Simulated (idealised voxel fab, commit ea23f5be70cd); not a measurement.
Herein follows the process module entitled voxel air gaps.
Square cells of 5 nm make up the cross-section cut, whose width is 185 nm.
How to read a cross-section here: the picture is a grid of square cells, written as bands going from the top down, and any band can span one or more rows of cells.
Band: top height; bottom height; in nm. Then, left to right: material with width in nm, for each material. "edge to edge": a single material spanning edge to edge. "blank": empty space.
Basically, 0 is our baseline, since under it the wafer straight out of the box is all one material. The bottom band has no lower end and keeps on going down, so it looks like "0 -> down".
It should be noted that a width expressed as "30->40" varies in equal increments from row to row of cells within the band, taking the value of the first number at the top row and that of the second number at the bottom row.
The cross-section has no changed cell in any step marked "stayed the same".
Heads up: "Unvented internal voids" only lists the empty pockets with no open path to the top that are 8 cells or more, and it writes them as width x height at distance, distance from the left edge, in nm.
Text after the settings on a step's line: the simulator's own remark on that step.
Each step line may optionally specify "overlay nm", which for a step with a mask gives the rightward distance between the mask's planned place and where it lay, a negative value indicating the leftward direction.

HERE'S WHAT THE PLANNED PROCESS STEPS LOOK LIKE
1,RECEIVE with material Si
2,CONFORMAL_DEP with material SiO2, thk nm 15
3,CONFORMAL_DEP with material SiN, thk nm 5
4,DIRECTIONAL_DEP with material SiO2, thk nm 40
5,PATTERN with tone open, mask id LINES, material resist, width nm 25, pitch nm 50, thk nm 15, overlay nm 0
6,DIRECTIONAL_ETCH with etch materials SiO2, depth nm 40
7,STRIP with etch materials resist
8,CONFORMAL_DEP with material TiN, thk nm 5
9,FILL_DEP with material W, thk nm 10
10,CMP with height nm 60
11,EPI with material Ru, thk nm 10
12,SELECTIVE_ETCH with etch materials SiO2, depth nm 50
13,CONFORMAL_DEP with material SiCN, thk nm 5

SHOWN IN CROSS-SECTION IS THE WAFER AS RECEIVED, THAT IS, AS IT STANDS AFTER STEP 1
    0 -> down | Si edge to edge
    Unvented internal voids: none

HERE'S THE WAFER CUT IN CROSS-SECTION AFTER THE MODULE, STARTED AND PLANNED JUST LIKE ABOVE, EXCEPT ONE THING WAS DONE WRONG IN THE RUN
    75 -> 70 | blank (20); SiCN (150); blank (15)
    70 -> 60 | blank (20); SiCN (5); Ru (40); SiCN (10); Ru (40); SiCN (10); Ru (40); SiCN (5); blank (15)
    60 -> 55 | blank (20); SiCN (15); TiN (5); W (10); TiN (5); SiCN (30); TiN (5); W (10); TiN (5); SiCN (30); TiN (5); W (10); TiN (5); SiCN (15); blank (15)
    55 -> 25 | blank (30); SiCN (5); TiN (5); W (10); TiN (5); SiCN (5); blank (20); SiCN (5); TiN (5); W (10); TiN (5); SiCN (5); blank (20); SiCN (5); TiN (5); W (10); TiN (5); SiCN (5); blank (25)
    25 -> 20 | SiCN (35); TiN (20); SiCN (30); TiN (20); SiCN (30); TiN (20); SiCN (30)
    20 -> 15 | SiN edge to edge
    15 -> 0 | SiO2 edge to edge
    0 -> down | Si edge to edge
    Unvented internal voids: 20 x 30 at 60; 20 x 30 at 110
Processing error: step 5 went in with a setting other than planned; the actual run was PATTERN with tone open, mask id LINES, material resist, width nm 20, pitch nm 50, thk nm 15, overlay nm 0
